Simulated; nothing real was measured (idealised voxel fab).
Module name: voxel transistor to metal (process module)
Cross-sectional view cut (width: 265 nm; square cell size: 5 nm).
Cross-sections here: square-cell grids, written as top-down lists of bands, a band being one or more rows of cells.
Look at the band entry: it leads with the top's height and the bottom's height in nm. Then it lists the materials left to right, with a width in nm for each. The word "everywhere" on a single material says that material fills the band edge to edge. The word "empty" is empty space.
Where do heights start? At 0: under that level the wafer as delivered is made of one material only. And the lowest band has no floor; it just carries on downward, as in "from 0 down".
It should be noted that a width expressed as "30 to 40" varies in equal increments from row to row of cells within the band, taking the value of the first number at the top row and that of the second number at the bottom row.
"no modification", as given for a step, is the statement that not any cell of the cross-section underwent a change during that step.
Voids not open to the top, 8 cells minimum: see "Sealed internal voids". Written width x height at distance; distance is from the left edge; nm.
On a step's line, text after the settings is the simulator commenting on that step.
For masked steps, "overlay nm" on the step line gives how far right of plan the mask actually lay; a minus sign means it lay to the left.

The steps planned for the process are as follows:
- 1: RECEIVE: material Si
- 2: CONFORMAL_DEP: material SiO2, thk nm 5
- 3: CONFORMAL_DEP: material SiN, thk nm 10
- 4: DIRECTIONAL_DEP: material aC, thk nm 10
- 5: PATTERN: tone cover, mask id ACTIVE, material resist, width nm 105, pitch nm 125, thk nm 30, overlay nm 0
- 6: DIRECTIONAL_ETCH: etch materials aC, depth nm 10
- 7: STRIP: etch materials resist
- 8: DIRECTIONAL_ETCH: etch materials SiN, depth nm 10
- 9: DIRECTIONAL_ETCH: etch materials SiO2, depth nm 5
- 10: DIRECTIONAL_ETCH: etch materials Si, depth nm 35
- 11: STRIP: etch materials aC
- 12: FILL_DEP: material SiO2, thk nm 10
- 13: CMP: height nm 15
- 14: SELECTIVE_ETCH: etch materials SiO2, depth nm 5
- 15: STRIP: etch materials SiN
- 16: SELECTIVE_ETCH: etch materials SiO2, depth nm 5
- 17: OXIDIZE: depth nm 5
- 18: DIRECTIONAL_DEP: material polySi, thk nm 25
- 19: DIRECTIONAL_DEP: material SiCN, thk nm 15
- 20: MASKED_ETCH: tone cover, mask id GATE, width nm 25, pitch nm 125, etch materials SiCN, depth nm 25, overlay nm 0
- 21: MASKED_ETCH: tone cover, mask id GATE, width nm 25, pitch nm 125, etch materials polySi, depth nm 35, overlay nm 0
- 22: CONFORMAL_DEP: material SiN, thk nm 5
- 23: DIRECTIONAL_ETCH: etch materials SiN, depth nm 5
- 24: DIRECTIONAL_ETCH: etch materials SiO2, depth nm 5
- 25: EPI: material nSi, thk nm 5
- 26: FILL_DEP: material SiO2, thk nm 10
- 27: CMP: height nm 25
- 28: STRIP: etch materials polySi
- 29: SELECTIVE_ETCH: etch materials SiO2, depth nm 5
- 30: CONFORMAL_DEP: material HfO2, thk nm 5
- 31: CONFORMAL_DEP: material TiN, thk nm 5
- 32: FILL_DEP: material W, thk nm 10
- 33: CMP: height nm 20
- 34: DIRECTIONAL_DEP: material SiO2, thk nm 10
- 35: PATTERN: tone open, mask id CONTACT, material resist, width nm 15, thk nm 20, overlay nm 0
- 36: DIRECTIONAL_ETCH: etch materials SiO2, depth nm 30
- 37: STRIP: etch materials resist
- 38: CONFORMAL_DEP: material TiN, thk nm 5
- 39: FILL_DEP: material Ru, thk nm 10
- 40: CMP: height nm 30
- 41: CONFORMAL_DEP: material SiN, thk nm 5
- 42: DIRECTIONAL_DEP: material lowk, thk nm 15
- 43: PATTERN: tone open, mask id METAL_1, material resist, width nm 15, thk nm 15, overlay nm 0
- 44: DIRECTIONAL_ETCH: etch materials lowk, depth nm 15
- 45: DIRECTIONAL_ETCH: etch materials SiN, depth nm 5
- 46: STRIP: etch materials resist
- 47: CONFORMAL_DEP: material TiN, thk nm 5
- 48: FILL_DEP: material Cu, thk nm 5
- 49: CMP: height nm 50
- 50: EPI: material Ru, thk nm 5
- 51: FILL_DEP: material SiCN, thk nm 5

Incoming wafer in cross-section (state: after step 1):
    from 0 down | Si everywhere
    Sealed internal voids: none

Same starting wafer, same plan as above, one mistake in the execution; this is the cross-section at the end of the module:
    from 60 to 55 | SiCN everywhere
    from 55 to 50 | SiCN: 20  Ru: 25  SiCN: 45  Ru: 25  SiCN: 30  Ru: 25  SiCN: 45  Ru: 25  SiCN: 25
    from 50 to 35 | lowk: 25  TiN: 5  Cu: 5  TiN: 5  lowk: 55  TiN: 5  Cu: 5  TiN: 5  lowk: 40  TiN: 5  Cu: 5  TiN: 5  lowk: 55  TiN: 5  Cu: 5  TiN: 5  lowk: 30
    from 35 to 30 | SiN: 25  TiN: 15  SiN: 55  TiN: 15  SiN: 40  TiN: 15  SiN: 55  TiN: 15  SiN: 30
    from 30 to 20 | SiO2: 25  TiN: 5  Ru: 5  TiN: 5  SiO2: 55  TiN: 5  Ru: 5  TiN: 5  SiO2: 40  TiN: 5  Ru: 5  TiN: 5  SiO2: 55  TiN: 5  Ru: 5  TiN: 5  SiO2: 30
    from 20 to 5 | SiO2: 25  TiN: 5  Ru: 5  TiN: 5  SiO2: 10  SiN: 5  HfO2: 5  TiN: 5  W: 5  TiN: 5  HfO2: 5  SiN: 5  SiO2: 10  TiN: 5  Ru: 5  TiN: 5  SiO2: 40  TiN: 5  Ru: 5  TiN: 5  SiO2: 10  SiN: 5  HfO2: 5  TiN: 5  W: 5  TiN: 5  HfO2: 5  SiN: 5  SiO2: 10  TiN: 5  Ru: 5  TiN: 5  SiO2: 30
    from 5 to 0 | SiO2: 10  SiN: 5  SiO2: 10  TiN: 15  SiO2: 10  SiN: 5  HfO2: 5  TiN: 15  HfO2: 5  SiN: 5  SiO2: 10  TiN: 15  SiO2: 10  SiN: 5  SiO2: 10  SiN: 5  SiO2: 10  TiN: 15  SiO2: 10  SiN: 5  HfO2: 5  TiN: 15  HfO2: 5  SiN: 5  SiO2: 10  TiN: 15  SiO2: 10  SiN: 5  SiO2: 15
    from 0 to -5 | SiO2: 15  nSi: 35  HfO2: 35  nSi: 35  SiO2: 20  nSi: 35  HfO2: 35  nSi: 35  SiO2: 20
    from -5 to -70 | SiO2: 15  Si: 105  SiO2: 20  Si: 105  SiO2: 20
    from -70 down | Si everywhere
    Sealed internal voids: none
Short version of what went wrong: regarding the plan, step 10 was run twice
